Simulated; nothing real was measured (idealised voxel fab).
You're looking at the process module voxel spacer lines.
This is section cut - it's 145 nm across, gridded in 5 nm square cells.
A cross-section is a grid of square cells, given in bands from the top down. A band is one or more rows of cells.
What a band's entry tells you: where the top is and where the bottom is, as heights in nm, and after that what lies inside, material by material from left to right, each with its width in nm. Empty space is written as the word "air", and a single material marked with the word "everywhere" occupies the band from edge to edge.
Height reference: 0 = level under which incoming wafer is all one material. Lowest band: no bottom, runs on downward, e.g. "0 -> down".
With a width like "30..40", each row of cells in the band differs from the next by the same amount, the top row carrying the first number and the bottom row the second.
"no change occurred" means the step left every cell of the cross-section as it was.
What "Fully sealed cavities" gives you is every empty space of 8 cells or more that is cut off from the top. Each appears as width x height at distance, with the distance taken from the left edge and width, height and distance all in nm.
What comes after the settings on a step's line is commentary from the simulator itself on that step.
"overlay nm" denotes, for a step that has a mask, the displacement of the mask to the right of its planned place, with negative values corresponding to the left.

Steps in the process plan
1 RECEIVE,material Si
2 CONFORMAL_DEP,material Al2O3,thk nm 5
3 DIRECTIONAL_DEP,material TiN,thk nm 20
4 DIRECTIONAL_DEP,material polySi,thk nm 30
5 PATTERN,tone cover,mask id MANDREL,material resist,width nm 15,pitch nm 50,thk nm 35,overlay nm 0
6 DIRECTIONAL_ETCH,etch materials polySi,depth nm 30
7 STRIP,etch materials resist
8 CONFORMAL_DEP,material SiO2,thk nm 10
9 DIRECTIONAL_ETCH,etch materials SiO2,depth nm 10
10 STRIP,etch materials polySi
11 DIRECTIONAL_ETCH,etch materials TiN,depth nm 20
12 STRIP,etch materials SiO2
13 FILL_DEP,material lowk,thk nm 5
14 CMP,height nm 25

As received, after step 1
> 0 -> down = Si everywhere
> Fully sealed cavities: none

First wafer of two, sectioned at end of module; run went per plan
> 25 -> 5 = lowk (5)  TiN (10)  lowk (15)  TiN (10)  lowk (15)  TiN (10)  lowk (15)  TiN (10)  lowk (15)  TiN (10)  lowk (15)  TiN (10)  lowk (5)
> 5 -> 0 = Al2O3 everywhere
> 0 -> down = Si everywhere
> Fully sealed cavities: none

Second wafer of the two, sectioned at the end of the module. It began like the first and followed the same plan, but one mistake was made while running it
> 25 -> 5 = SiO2 (5)  TiN (10)  SiO2 (15)  TiN (10)  SiO2 (15)  TiN (10)  SiO2 (15)  TiN (10)  SiO2 (15)  TiN (10)  SiO2 (15)  TiN (10)  SiO2 (5)
> 5 -> 0 = Al2O3 everywhere
> 0 -> down = Si everywhere
> Fully sealed cavities: none
Misprocessing identified: step 13 ran as: FILL_DEP,material SiO2,thk nm 5
Bottom line after processing is that, in cells, the second wafer is up or down on some materials versus the first: 68 more of SiO2, 68 fewer of lowk
